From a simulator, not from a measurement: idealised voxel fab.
The following process module bears the name voxel capacitor over wiring.
We display cut, a cross-section 270 nm in width whose square cells are each 5 nm.
For the purposes of this document, a cross-section shall be understood as a grid of square cells, specified as bands listed in top-to-bottom order, each band consisting of one or more rows of cells. Within each band entry, the heights of the top and of the bottom of the band appear first, in that order and in nm; the materials of the band then follow from left to right, each with its corresponding width in nm. The designation "full width" on a single material indicates that it fills the band from edge to edge; the designation "empty" indicates empty space. Heights are expressed relative to 0, this being the level below which the as-received wafer comprises one material exclusively. The lowest band is unbounded in the downward direction and is denoted as in "0 nm and below". Graded width ("30..40"): value in top row of band = first number; value in bottom row = second number; row-to-row change constant. Take "same as before" at face value: in the step it is given for, the cross-section changed in none of its cells. Closed-off voids: empty space of 8 cells or more with no open way to the top, each as width x height at its distance from the left edge, in nm. Post-settings text on a step line: simulator's own remark regarding the step. overlay nm: on a step with a mask, how far right of its planned place the mask lay; negative means left.

PROCESS STEPS FORESEEN IN THE PLAN
- 1: RECEIVE | material Si
- 2: CONFORMAL_DEP | material SiO2 | thk nm 15
- 3: CONFORMAL_DEP | material SiCN | thk nm 5
- 4: DIRECTIONAL_DEP | material SiO2 | thk nm 20
- 5: PATTERN | tone open | mask id METAL_1 | material resist | width nm 30 | pitch nm 80 | thk nm 20 | overlay nm 0
- 6: DIRECTIONAL_ETCH | etch materials SiO2 | depth nm 20
- 7: DIRECTIONAL_ETCH | etch materials SiCN | depth nm 5
- 8: STRIP | etch materials resist
- 9: CONFORMAL_DEP | material TiN | thk nm 5
- 10: FILL_DEP | material Cu | thk nm 5
- 11: CMP | height nm 40
- 12: EPI | material Ru | thk nm 5
- 13: FILL_DEP | material SiCN | thk nm 5
- 14: DIRECTIONAL_DEP | material lowk | thk nm 20
- 15: PATTERN | tone open | mask id PLUG_1 | material resist | width nm 15 | thk nm 15 | overlay nm 0
- 16: DIRECTIONAL_ETCH | etch materials lowk | depth nm 20
- 17: DIRECTIONAL_ETCH | etch materials SiCN | depth nm 5
- 18: STRIP | etch materials resist
- 19: EPI | material Ru | thk nm 10
- 20: EPI | material Ru | thk nm 10
- 21: EPI | material Ru | thk nm 5
- 22: DIRECTIONAL_DEP | material TiN | thk nm 5
- 23: DIRECTIONAL_DEP | material Al2O3 | thk nm 5
- 24: DIRECTIONAL_DEP | material TiN | thk nm 10
- 25: DIRECTIONAL_DEP | material aC | thk nm 15
- 26: PATTERN | tone cover | mask id UPPER_PLATE | material resist | width nm 55 | thk nm 35 | overlay nm 0
- 27: DIRECTIONAL_ETCH | etch materials aC | depth nm 15
- 28: STRIP | etch materials resist
- 29: DIRECTIONAL_ETCH | etch materials TiN | depth nm 10
- 30: DIRECTIONAL_ETCH | etch materials Al2O3 | depth nm 5
- 31: STRIP | etch materials aC
- 32: MASKED_ETCH | tone cover | mask id LOWER_PLATE | width nm 65 | etch materials TiN | depth nm 5 | overlay nm 0
- 33: FILL_DEP | material SiO2 | thk nm 20
- 34: CMP | height nm 105
- 35: PATTERN | tone open | mask id PLUG_2 | material resist | width nm 15 | thk nm 15 | overlay nm 0
- 36: DIRECTIONAL_ETCH | etch materials SiO2 | depth nm 15
- 37: STRIP | etch materials resist
- 38: CONFORMAL_DEP | material TiN | thk nm 5
- 39: FILL_DEP | material W | thk nm 10
- 40: CMP | height nm 105
- 41: CONFORMAL_DEP | material SiN | thk nm 5

THE FOLLOWING PERTAINS TO THE FIRST OF TWO WAFERS, WHICH WAS PROCESSED AS PLANNED

AS-RECEIVED WAFER CROSS-SECTION (AFTER STEP 1)
* 0 nm and below | Si full width
* Closed-off voids: none

PRESENTED HERE IS A CROSS-SECTION OF THE WAFER AFTER STEP 2 HAS BEEN PERFORMED
* 15 nm to 0 nm | SiO2 full width
* Note: structure below 0 unchanged.

PRESENTED HERE IS A CROSS-SECTION OF THE WAFER AFTER STEP 3 HAS BEEN PERFORMED
* 20 nm to 15 nm | SiCN full width
* Note: structure below 15 unchanged.

PRESENTED HERE IS A CROSS-SECTION OF THE WAFER AFTER STEP 4 HAS BEEN PERFORMED
* 40 nm to 20 nm | SiO2 full width
* Note: structure below 20 unchanged.

PRESENTED HERE IS A CROSS-SECTION OF THE WAFER AFTER STEP 5 HAS BEEN PERFORMED
* 60 nm to 40 nm | resist=80  empty=30  resist=50  empty=30  resist=80
* Note: structure below 40 unchanged.

PRESENTED HERE IS A CROSS-SECTION OF THE WAFER AFTER STEP 6 HAS BEEN PERFORMED
* 60 nm to 40 nm | resist=80  empty=30  resist=50  empty=30  resist=80
* 40 nm to 20 nm | SiO2=80  empty=30  SiO2=50  empty=30  SiO2=80
* Note: structure below 20 unchanged.

PRESENTED HERE IS A CROSS-SECTION OF THE WAFER AFTER STEP 7 HAS BEEN PERFORMED
* 60 nm to 40 nm | resist=80  empty=30  resist=50  empty=30  resist=80
* 40 nm to 20 nm | SiO2=80  empty=30  SiO2=50  empty=30  SiO2=80
* 20 nm to 15 nm | SiCN=80  empty=30  SiCN=50  empty=30  SiCN=80
* Note: structure below 15 unchanged.

PRESENTED HERE IS A CROSS-SECTION OF THE WAFER AFTER STEP 8 HAS BEEN PERFORMED
* 40 nm to 20 nm | SiO2=80  empty=30  SiO2=50  empty=30  SiO2=80
* Note: structure below 20 unchanged.

PRESENTED HERE IS A CROSS-SECTION OF THE WAFER AFTER STEP 9 HAS BEEN PERFORMED
* 45 nm to 40 nm | TiN=85  empty=20  TiN=60  empty=20  TiN=85
* 40 nm to 20 nm | SiO2=80  TiN=5  empty=20  TiN=5  SiO2=50  TiN=5  empty=20  TiN=5  SiO2=80
* 20 nm to 15 nm | SiCN=80  TiN=30  SiCN=50  TiN=30  SiCN=80
* Note: structure below 15 unchanged.

PRESENTED HERE IS A CROSS-SECTION OF THE WAFER AFTER STEP 10 HAS BEEN PERFORMED
* 50 nm to 45 nm | Cu full width
* 45 nm to 40 nm | TiN=85  Cu=20  TiN=60  Cu=20  TiN=85
* 40 nm to 20 nm | SiO2=80  TiN=5  Cu=20  TiN=5  SiO2=50  TiN=5  Cu=20  TiN=5  SiO2=80
* Note: structure below 20 unchanged.

PRESENTED HERE IS A CROSS-SECTION OF THE WAFER AFTER STEP 11 HAS BEEN PERFORMED
* 40 nm to 20 nm | SiO2=80  TiN=5  Cu=20  TiN=5  SiO2=50  TiN=5  Cu=20  TiN=5  SiO2=80
* Note: structure below 20 unchanged.

PRESENTED HERE IS A CROSS-SECTION OF THE WAFER AFTER STEP 12 HAS BEEN PERFORMED
* 45 nm to 40 nm | empty=75  Ru=40  empty=40  Ru=40  empty=75
* Note: structure below 40 unchanged.

PRESENTED HERE IS A CROSS-SECTION OF THE WAFER AFTER STEP 13 HAS BEEN PERFORMED
* 50 nm to 45 nm | SiCN full width
* 45 nm to 40 nm | SiCN=75  Ru=40  SiCN=40  Ru=40  SiCN=75
* Note: structure below 40 unchanged.

PRESENTED HERE IS A CROSS-SECTION OF THE WAFER AFTER STEP 14 HAS BEEN PERFORMED
* 70 nm to 50 nm | lowk full width
* Note: structure below 50 unchanged.

PRESENTED HERE IS A CROSS-SECTION OF THE WAFER AFTER STEP 15 HAS BEEN PERFORMED
* 85 nm to 70 nm | resist=95  empty=15  resist=160
* Note: structure below 70 unchanged.

PRESENTED HERE IS A CROSS-SECTION OF THE WAFER AFTER STEP 16 HAS BEEN PERFORMED
* 85 nm to 70 nm | resist=95  empty=15  resist=160
* 70 nm to 50 nm | lowk=95  empty=15  lowk=160
* Note: structure below 50 unchanged.

PRESENTED HERE IS A CROSS-SECTION OF THE WAFER AFTER STEP 17 HAS BEEN PERFORMED
* 85 nm to 70 nm | resist=95  empty=15  resist=160
* 70 nm to 50 nm | lowk=95  empty=15  lowk=160
* 50 nm to 45 nm | SiCN=95  empty=15  SiCN=160
* Note: structure below 45 unchanged.

PRESENTED HERE IS A CROSS-SECTION OF THE WAFER AFTER STEP 18 HAS BEEN PERFORMED
* 70 nm to 50 nm | lowk=95  empty=15  lowk=160
* Note: structure below 50 unchanged.

PRESENTED HERE IS A CROSS-SECTION OF THE WAFER AFTER STEP 19 HAS BEEN PERFORMED
* 70 nm to 55 nm | lowk=95  empty=15  lowk=160
* 55 nm to 50 nm | lowk=95  Ru=15  lowk=160
* 50 nm to 45 nm | SiCN=95  Ru=15  SiCN=160
* Note: structure below 45 unchanged.

PRESENTED HERE IS A CROSS-SECTION OF THE WAFER AFTER STEP 20 HAS BEEN PERFORMED
* 70 nm to 65 nm | lowk=95  empty=15  lowk=160
* 65 nm to 50 nm | lowk=95  Ru=15  lowk=160
* Note: structure below 50 unchanged.

PRESENTED HERE IS A CROSS-SECTION OF THE WAFER AFTER STEP 21 HAS BEEN PERFORMED
* 70 nm to 50 nm | lowk=95  Ru=15  lowk=160
* Note: structure below 50 unchanged.

PRESENTED HERE IS A CROSS-SECTION OF THE WAFER AFTER STEP 22 HAS BEEN PERFORMED
* 75 nm to 70 nm | TiN full width
* Note: structure below 70 unchanged.

PRESENTED HERE IS A CROSS-SECTION OF THE WAFER AFTER STEP 23 HAS BEEN PERFORMED
* 80 nm to 75 nm | Al2O3 full width
* Note: structure below 75 unchanged.

PRESENTED HERE IS A CROSS-SECTION OF THE WAFER AFTER STEP 24 HAS BEEN PERFORMED
* 90 nm to 80 nm | TiN full width
* Note: structure below 80 unchanged.

PRESENTED HERE IS A CROSS-SECTION OF THE WAFER AFTER STEP 25 HAS BEEN PERFORMED
* 105 nm to 90 nm | aC full width
* Note: structure below 90 unchanged.

PRESENTED HERE IS A CROSS-SECTION OF THE WAFER AFTER STEP 26 HAS BEEN PERFORMED
* 140 nm to 105 nm | empty=95  resist=55  empty=120
* Note: structure below 105 unchanged.

PRESENTED HERE IS A CROSS-SECTION OF THE WAFER AFTER STEP 27 HAS BEEN PERFORMED
* 125 nm to 105 nm | empty=95  resist=55  empty=120
* 105 nm to 90 nm | empty=95  aC=55  empty=120
* Note: structure below 90 unchanged.

PRESENTED HERE IS A CROSS-SECTION OF THE WAFER AFTER STEP 28 HAS BEEN PERFORMED
* 105 nm to 90 nm | empty=95  aC=55  empty=120
* Note: structure below 90 unchanged.

PRESENTED HERE IS A CROSS-SECTION OF THE WAFER AFTER STEP 29 HAS BEEN PERFORMED
* 105 nm to 90 nm | empty=95  aC=55  empty=120
* 90 nm to 80 nm | empty=95  TiN=55  empty=120
* Note: structure below 80 unchanged.

PRESENTED HERE IS A CROSS-SECTION OF THE WAFER AFTER STEP 30 HAS BEEN PERFORMED
* 105 nm to 90 nm | empty=95  aC=55  empty=120
* 90 nm to 80 nm | empty=95  TiN=55  empty=120
* 80 nm to 75 nm | empty=95  Al2O3=55  empty=120
* Note: structure below 75 unchanged.

PRESENTED HERE IS A CROSS-SECTION OF THE WAFER AFTER STEP 31 HAS BEEN PERFORMED
* 90 nm to 80 nm | empty=95  TiN=55  empty=120
* Note: structure below 80 unchanged.

PRESENTED HERE IS A CROSS-SECTION OF THE WAFER AFTER STEP 32 HAS BEEN PERFORMED
* 90 nm to 80 nm | empty=95  TiN=55  empty=120
* 80 nm to 75 nm | empty=95  Al2O3=55  empty=120
* 75 nm to 70 nm | empty=90  TiN=65  empty=115
* Note: structure below 70 unchanged.

PRESENTED HERE IS A CROSS-SECTION OF THE WAFER AFTER STEP 33 HAS BEEN PERFORMED
* 110 nm to 90 nm | SiO2 full width
* 90 nm to 80 nm | SiO2=95  TiN=55  SiO2=120
* 80 nm to 75 nm | SiO2=95  Al2O3=55  SiO2=120
* 75 nm to 70 nm | SiO2=90  TiN=65  SiO2=115
* Note: structure below 70 unchanged.

PRESENTED HERE IS A CROSS-SECTION OF THE WAFER AFTER STEP 34 HAS BEEN PERFORMED
* 105 nm to 90 nm | SiO2 full width
* Note: structure below 90 unchanged.

PRESENTED HERE IS A CROSS-SECTION OF THE WAFER AFTER STEP 35 HAS BEEN PERFORMED
* 120 nm to 105 nm | resist=105  empty=15  resist=150
* Note: structure below 105 unchanged.

PRESENTED HERE IS A CROSS-SECTION OF THE WAFER AFTER STEP 36 HAS BEEN PERFORMED
* 120 nm to 105 nm | resist=105  empty=15  resist=150
* 105 nm to 90 nm | SiO2=105  empty=15  SiO2=150
* Note: structure below 90 unchanged.

PRESENTED HERE IS A CROSS-SECTION OF THE WAFER AFTER STEP 37 HAS BEEN PERFORMED
* 105 nm to 90 nm | SiO2=105  empty=15  SiO2=150
* Note: structure below 90 unchanged.

PRESENTED HERE IS A CROSS-SECTION OF THE WAFER AFTER STEP 38 HAS BEEN PERFORMED
* 110 nm to 105 nm | TiN=110  empty=5  TiN=155
* 105 nm to 95 nm | SiO2=105  TiN=5  empty=5  TiN=5  SiO2=150
* 95 nm to 90 nm | SiO2=105  TiN=15  SiO2=150
* Note: structure below 90 unchanged.

PRESENTED HERE IS A CROSS-SECTION OF THE WAFER AFTER STEP 39 HAS BEEN PERFORMED
* 120 nm to 110 nm | W full width
* 110 nm to 105 nm | TiN=110  W=5  TiN=155
* 105 nm to 95 nm | SiO2=105  TiN=5  W=5  TiN=5  SiO2=150
* Note: structure below 95 unchanged.

PRESENTED HERE IS A CROSS-SECTION OF THE WAFER AFTER STEP 40 HAS BEEN PERFORMED
* 105 nm to 95 nm | SiO2=105  TiN=5  W=5  TiN=5  SiO2=150
* Note: structure below 95 unchanged.

PRESENTED HERE IS A CROSS-SECTION OF THE WAFER AFTER STEP 41 HAS BEEN PERFORMED
* 110 nm to 105 nm | SiN full width
* Note: structure below 105 unchanged.

SECOND WAFER - SHARED START AND PLAN WITH THE FIRST - ONE ERROR IN RUNNING - SAME AS THE FIRST UP TO STEP 1 INCLUSIVE

SECOND WAFER: CROSS-SECTION AT THE SCHEDULED END OF STEP 2
* 25 nm to 0 nm | SiO2 full width
* Note: structure below 0 unchanged.

SECOND WAFER: CROSS-SECTION AT THE SCHEDULED END OF STEP 3
* 30 nm to 25 nm | SiCN full width
* Note: structure below 25 unchanged.

SECOND WAFER: CROSS-SECTION AT THE SCHEDULED END OF STEP 4
* 50 nm to 30 nm | SiO2 full width
* Note: structure below 30 unchanged.

SECOND WAFER: CROSS-SECTION AT THE SCHEDULED END OF STEP 5
* 70 nm to 50 nm | resist=80  empty=30  resist=50  empty=30  resist=80
* Note: structure below 50 unchanged.

SECOND WAFER: CROSS-SECTION AT THE SCHEDULED END OF STEP 6
* 70 nm to 50 nm | resist=80  empty=30  resist=50  empty=30  resist=80
* 50 nm to 30 nm | SiO2=80  empty=30  SiO2=50  empty=30  SiO2=80
* Note: structure below 30 unchanged.

SECOND WAFER: CROSS-SECTION AT THE SCHEDULED END OF STEP 7
* 70 nm to 50 nm | resist=80  empty=30  resist=50  empty=30  resist=80
* 50 nm to 30 nm | SiO2=80  empty=30  SiO2=50  empty=30  SiO2=80
* 30 nm to 25 nm | SiCN=80  empty=30  SiCN=50  empty=30  SiCN=80
* Note: structure below 25 unchanged.

SECOND WAFER: CROSS-SECTION AT THE SCHEDULED END OF STEP 8
* 50 nm to 30 nm | SiO2=80  empty=30  SiO2=50  empty=30  SiO2=80
* Note: structure below 30 unchanged.

SECOND WAFER: CROSS-SECTION AT THE SCHEDULED END OF STEP 9
* 55 nm to 50 nm | TiN=85  empty=20  TiN=60  empty=20  TiN=85
* 50 nm to 30 nm | SiO2=80  TiN=5  empty=20  TiN=5  SiO2=50  TiN=5  empty=20  TiN=5  SiO2=80
* 30 nm to 25 nm | SiCN=80  TiN=30  SiCN=50  TiN=30  SiCN=80
* Note: structure below 25 unchanged.

SECOND WAFER: CROSS-SECTION AT THE SCHEDULED END OF STEP 10
* 60 nm to 55 nm | Cu full width
* 55 nm to 50 nm | TiN=85  Cu=20  TiN=60  Cu=20  TiN=85
* 50 nm to 30 nm | SiO2=80  TiN=5  Cu=20  TiN=5  SiO2=50  TiN=5  Cu=20  TiN=5  SiO2=80
* Note: structure below 30 unchanged.

SECOND WAFER: CROSS-SECTION AT THE SCHEDULED END OF STEP 11
* 40 nm to 30 nm | SiO2=80  TiN=5  Cu=20  TiN=5  SiO2=50  TiN=5  Cu=20  TiN=5  SiO2=80
* Note: structure below 30 unchanged.

SECOND WAFER: CROSS-SECTION AT THE SCHEDULED END OF STEP 12
* 45 nm to 40 nm | empty=75  Ru=40  empty=40  Ru=40  empty=75
* Note: structure below 40 unchanged.

SECOND WAFER: CROSS-SECTION AT THE SCHEDULED END OF STEP 13
* 50 nm to 45 nm | SiCN full width
* 45 nm to 40 nm | SiCN=75  Ru=40  SiCN=40  Ru=40  SiCN=75
* Note: structure below 40 unchanged.

SECOND WAFER: CROSS-SECTION AT THE SCHEDULED END OF STEP 14
* 70 nm to 50 nm | lowk full width
* Note: structure below 50 unchanged.

SECOND WAFER: CROSS-SECTION AT THE SCHEDULED END OF STEP 15
* 85 nm to 70 nm | resist=95  empty=15  resist=160
* Note: structure below 70 unchanged.

SECOND WAFER: CROSS-SECTION AT THE SCHEDULED END OF STEP 16
* 85 nm to 70 nm | resist=95  empty=15  resist=160
* 70 nm to 50 nm | lowk=95  empty=15  lowk=160
* Note: structure below 50 unchanged.

SECOND WAFER: CROSS-SECTION AT THE SCHEDULED END OF STEP 17
* 85 nm to 70 nm | resist=95  empty=15  resist=160
* 70 nm to 50 nm | lowk=95  empty=15  lowk=160
* 50 nm to 45 nm | SiCN=95  empty=15  SiCN=160
* Note: structure below 45 unchanged.

SECOND WAFER: CROSS-SECTION AT THE SCHEDULED END OF STEP 18
* 70 nm to 50 nm | lowk=95  empty=15  lowk=160
* Note: structure below 50 unchanged.

SECOND WAFER: CROSS-SECTION AT THE SCHEDULED END OF STEP 19
* 70 nm to 55 nm | lowk=95  empty=15  lowk=160
* 55 nm to 50 nm | lowk=95  Ru=15  lowk=160
* 50 nm to 45 nm | SiCN=95  Ru=15  SiCN=160
* Note: structure below 45 unchanged.

SECOND WAFER: CROSS-SECTION AT THE SCHEDULED END OF STEP 20
* 70 nm to 65 nm | lowk=95  empty=15  lowk=160
* 65 nm to 50 nm | lowk=95  Ru=15  lowk=160
* Note: structure below 50 unchanged.

SECOND WAFER: CROSS-SECTION AT THE SCHEDULED END OF STEP 21
* 70 nm to 50 nm | lowk=95  Ru=15  lowk=160
* Note: structure below 50 unchanged.

SECOND WAFER: CROSS-SECTION AT THE SCHEDULED END OF STEP 22
* 75 nm to 70 nm | TiN full width
* Note: structure below 70 unchanged.

SECOND WAFER: CROSS-SECTION AT THE SCHEDULED END OF STEP 23
* 80 nm to 75 nm | Al2O3 full width
* Note: structure below 75 unchanged.

SECOND WAFER: CROSS-SECTION AT THE SCHEDULED END OF STEP 24
* 90 nm to 80 nm | TiN full width
* Note: structure below 80 unchanged.

SECOND WAFER: CROSS-SECTION AT THE SCHEDULED END OF STEP 25
* 105 nm to 90 nm | aC full width
* Note: structure below 90 unchanged.

SECOND WAFER: CROSS-SECTION AT THE SCHEDULED END OF STEP 26
* 140 nm to 105 nm | empty=95  resist=55  empty=120
* Note: structure below 105 unchanged.

SECOND WAFER: CROSS-SECTION AT THE SCHEDULED END OF STEP 27
* 125 nm to 105 nm | empty=95  resist=55  empty=120
* 105 nm to 90 nm | empty=95  aC=55  empty=120
* Note: structure below 90 unchanged.

SECOND WAFER: CROSS-SECTION AT THE SCHEDULED END OF STEP 28
* 105 nm to 90 nm | empty=95  aC=55  empty=120
* Note: structure below 90 unchanged.

SECOND WAFER: CROSS-SECTION AT THE SCHEDULED END OF STEP 29
* 105 nm to 90 nm | empty=95  aC=55  empty=120
* 90 nm to 80 nm | empty=95  TiN=55  empty=120
* Note: structure below 80 unchanged.

SECOND WAFER: CROSS-SECTION AT THE SCHEDULED END OF STEP 30
* 105 nm to 90 nm | empty=95  aC=55  empty=120
* 90 nm to 80 nm | empty=95  TiN=55  empty=120
* 80 nm to 75 nm | empty=95  Al2O3=55  empty=120
* Note: structure below 75 unchanged.

SECOND WAFER: CROSS-SECTION AT THE SCHEDULED END OF STEP 31
* 90 nm to 80 nm | empty=95  TiN=55  empty=120
* Note: structure below 80 unchanged.

SECOND WAFER: CROSS-SECTION AT THE SCHEDULED END OF STEP 32
* 90 nm to 80 nm | empty=95  TiN=55  empty=120
* 80 nm to 75 nm | empty=95  Al2O3=55  empty=120
* 75 nm to 70 nm | empty=90  TiN=65  empty=115
* Note: structure below 70 unchanged.

SECOND WAFER: CROSS-SECTION AT THE SCHEDULED END OF STEP 33
* 110 nm to 90 nm | SiO2 full width
* 90 nm to 80 nm | SiO2=95  TiN=55  SiO2=120
* 80 nm to 75 nm | SiO2=95  Al2O3=55  SiO2=120
* 75 nm to 70 nm | SiO2=90  TiN=65  SiO2=115
* Note: structure below 70 unchanged.

SECOND WAFER: CROSS-SECTION AT THE SCHEDULED END OF STEP 34
* 105 nm to 90 nm | SiO2 full width
* Note: structure below 90 unchanged.

SECOND WAFER: CROSS-SECTION AT THE SCHEDULED END OF STEP 35
* 120 nm to 105 nm | resist=105  empty=15  resist=150
* Note: structure below 105 unchanged.

SECOND WAFER: CROSS-SECTION AT THE SCHEDULED END OF STEP 36
* 120 nm to 105 nm | resist=105  empty=15  resist=150
* 105 nm to 90 nm | SiO2=105  empty=15  SiO2=150
* Note: structure below 90 unchanged.

SECOND WAFER: CROSS-SECTION AT THE SCHEDULED END OF STEP 37
* 105 nm to 90 nm | SiO2=105  empty=15  SiO2=150
* Note: structure below 90 unchanged.

SECOND WAFER: CROSS-SECTION AT THE SCHEDULED END OF STEP 38
* 110 nm to 105 nm | TiN=110  empty=5  TiN=155
* 105 nm to 95 nm | SiO2=105  TiN=5  empty=5  TiN=5  SiO2=150
* 95 nm to 90 nm | SiO2=105  TiN=15  SiO2=150
* Note: structure below 90 unchanged.

SECOND WAFER: CROSS-SECTION AT THE SCHEDULED END OF STEP 39
* 120 nm to 110 nm | W full width
* 110 nm to 105 nm | TiN=110  W=5  TiN=155
* 105 nm to 95 nm | SiO2=105  TiN=5  W=5  TiN=5  SiO2=150
* Note: structure below 95 unchanged.

SECOND WAFER: CROSS-SECTION AT THE SCHEDULED END OF STEP 40
* 105 nm to 95 nm | SiO2=105  TiN=5  W=5  TiN=5  SiO2=150
* Note: structure below 95 unchanged.

SECOND WAFER: CROSS-SECTION AT THE SCHEDULED END OF STEP 41
* 110 nm to 105 nm | SiN full width
* Note: structure below 105 unchanged.
Here's what went sideways: step 2 deviated from plan and actually ran as CONFORMAL_DEP | material SiO2 | thk nm 25
Once processing is complete, comparing cell counts shows that the second wafer has more or fewer of certain materials than the first: -16 Cu, +24 SiO2, -8 TiN
